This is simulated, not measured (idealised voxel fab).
Presented below is a process module, voxel spacer lines.
It is cross-section cut that appears here, measuring 300 nm in width, its square cells being 5 nm in size.
Cross-sections here: square-cell grids, written as top-down lists of bands, a band being one or more rows of cells. Read a band's entry like this: the first values are the height of its top and the height of its bottom in nm, and what follows is the sequence of materials from left to right, each with its width in nm. Note that "air" is empty space, and that a single material marked "throughout" reaches across the band from edge to edge. Ref level 0: as-received wafer is one material below here. Bottom band extends down with no lower bound ("top 0, no bottom"). Quick explanation for "30..40": the width changes in equal steps down the rows of cells, from the first number in the band's top row to the second number in its bottom row. The cross-section has no changed cell in any step marked "nothing altered". Look at "Enclosed internal voids" for the closed voids: empty spaces with no open path to the top, sized 8 cells or up. Each is width x height at distance, distance from the left edge, all nm. Note: text after step settings on the step line = simulator remark on that step. The optional step-line setting "overlay nm" applies to steps with a mask and quantifies how far to the right of its planned location the mask lay, a negative value indicating leftward placement.

**plan**
1: RECEIVE,material Si
2: CONFORMAL_DEP,material Al2O3,thk nm 10
3: DIRECTIONAL_DEP,material polySi,thk nm 15
4: DIRECTIONAL_DEP,material aC,thk nm 30
5: PATTERN,tone cover,mask id MANDREL,material resist,width nm 15,pitch nm 50,thk nm 40,overlay nm 0
6: DIRECTIONAL_ETCH,etch materials aC,depth nm 30
7: STRIP,etch materials resist
8: CONFORMAL_DEP,material SiO2,thk nm 10
9: DIRECTIONAL_ETCH,etch materials SiO2,depth nm 10
10: STRIP,etch materials aC
11: DIRECTIONAL_ETCH,etch materials polySi,depth nm 15
12: STRIP,etch materials SiO2

**The first of a set of two wafers, run to plan**

**Shown in cross-section is the wafer as received, that is, as it stands after step 1**
top 0, no bottom = Si throughout
Enclosed internal voids: none

**After step 2: wafer cross-section**
top 10, bottom 0 = Al2O3 throughout
Below 0 it's all the same as before, nothing changed down there.

**After step 3: wafer cross-section**
top 25, bottom 10 = polySi throughout
Below 10 it's all the same as before, nothing changed down there.

**After step 4: wafer cross-section**
top 55, bottom 25 = aC throughout
Below 25 it's all the same as before, nothing changed down there.

**After step 5: wafer cross-section**
top 95, bottom 55 = air=115, resist=15, air=35, resist=15, air=120
Below 55 it's all the same as before, nothing changed down there.

**After step 6: wafer cross-section**
top 65, bottom 55 = air=115, resist=15, air=35, resist=15, air=120
top 55, bottom 25 = air=115, aC=15, air=35, aC=15, air=120
Below 25 it's all the same as before, nothing changed down there.

**After step 7: wafer cross-section**
top 55, bottom 25 = air=115, aC=15, air=35, aC=15, air=120
Below 25 it's all the same as before, nothing changed down there.

**After step 8: wafer cross-section**
top 65, bottom 55 = air=105, SiO2=35, air=15, SiO2=35, air=110
top 55, bottom 35 = air=105, SiO2=10, aC=15, SiO2=10, air=15, SiO2=10, aC=15, SiO2=10, air=110
top 35, bottom 25 = SiO2=115, aC=15, SiO2=35, aC=15, SiO2=120
Below 25 it's all the same as before, nothing changed down there.

**After step 9: wafer cross-section**
top 55, bottom 25 = air=105, SiO2=10, aC=15, SiO2=10, air=15, SiO2=10, aC=15, SiO2=10, air=110
Below 25 it's all the same as before, nothing changed down there.

**After step 10: wafer cross-section**
top 55, bottom 25 = air=105, SiO2=10, air=15, SiO2=10, air=15, SiO2=10, air=15, SiO2=10, air=110
Below 25 it's all the same as before, nothing changed down there.

**After step 11: wafer cross-section**
top 55, bottom 25 = air=105, SiO2=10, air=15, SiO2=10, air=15, SiO2=10, air=15, SiO2=10, air=110
top 25, bottom 10 = air=105, polySi=10, air=15, polySi=10, air=15, polySi=10, air=15, polySi=10, air=110
Below 10 it's all the same as before, nothing changed down there.

**After step 12: wafer cross-section**
top 25, bottom 10 = air=105, polySi=10, air=15, polySi=10, air=15, polySi=10, air=15, polySi=10, air=110
Below 10 it's all the same as before, nothing changed down there.

**second wafer: like start, like plan, one mistake. Through step 4 it matches the first wafer**

**What the second wafer looks like in cross-section when step 5 should have wrapped up**
top 95, bottom 55 = air=105, resist=15, air=35, resist=15, air=130
Below 55 it's all the same as before, nothing changed down there.

**What the second wafer looks like in cross-section when step 6 should have wrapped up**
top 65, bottom 55 = air=105, resist=15, air=35, resist=15, air=130
top 55, bottom 25 = air=105, aC=15, air=35, aC=15, air=130
Below 25 it's all the same as before, nothing changed down there.

**What the second wafer looks like in cross-section when step 7 should have wrapped up**
top 55, bottom 25 = air=105, aC=15, air=35, aC=15, air=130
Below 25 it's all the same as before, nothing changed down there.

**What the second wafer looks like in cross-section when step 8 should have wrapped up**
top 65, bottom 55 = air=95, SiO2=35, air=15, SiO2=35, air=120
top 55, bottom 35 = air=95, SiO2=10, aC=15, SiO2=10, air=15, SiO2=10, aC=15, SiO2=10, air=120
top 35, bottom 25 = SiO2=105, aC=15, SiO2=35, aC=15, SiO2=130
Below 25 it's all the same as before, nothing changed down there.

**What the second wafer looks like in cross-section when step 9 should have wrapped up**
top 55, bottom 25 = air=95, SiO2=10, aC=15, SiO2=10, air=15, SiO2=10, aC=15, SiO2=10, air=120
Below 25 it's all the same as before, nothing changed down there.

**What the second wafer looks like in cross-section when step 10 should have wrapped up**
top 55, bottom 25 = air=95, SiO2=10, air=15, SiO2=10, air=15, SiO2=10, air=15, SiO2=10, air=120
Below 25 it's all the same as before, nothing changed down there.

**What the second wafer looks like in cross-section when step 11 should have wrapped up**
top 55, bottom 25 = air=95, SiO2=10, air=15, SiO2=10, air=15, SiO2=10, air=15, SiO2=10, air=120
top 25, bottom 10 = air=95, polySi=10, air=15, polySi=10, air=15, polySi=10, air=15, polySi=10, air=120
Below 10 it's all the same as before, nothing changed down there.

**What the second wafer looks like in cross-section when step 12 should have wrapped up**
top 25, bottom 10 = air=95, polySi=10, air=15, polySi=10, air=15, polySi=10, air=15, polySi=10, air=120
Below 10 it's all the same as before, nothing changed down there.
Which mistake was made when the wafer was run? contrary to plan, step 5 was performed as PATTERN,tone cover,mask id MANDREL,material resist,width nm 15,pitch nm 50,thk nm 40,overlay nm -10
At the end, the second wafer has the same number of cells of each material as the first, but those cells sit in other places.
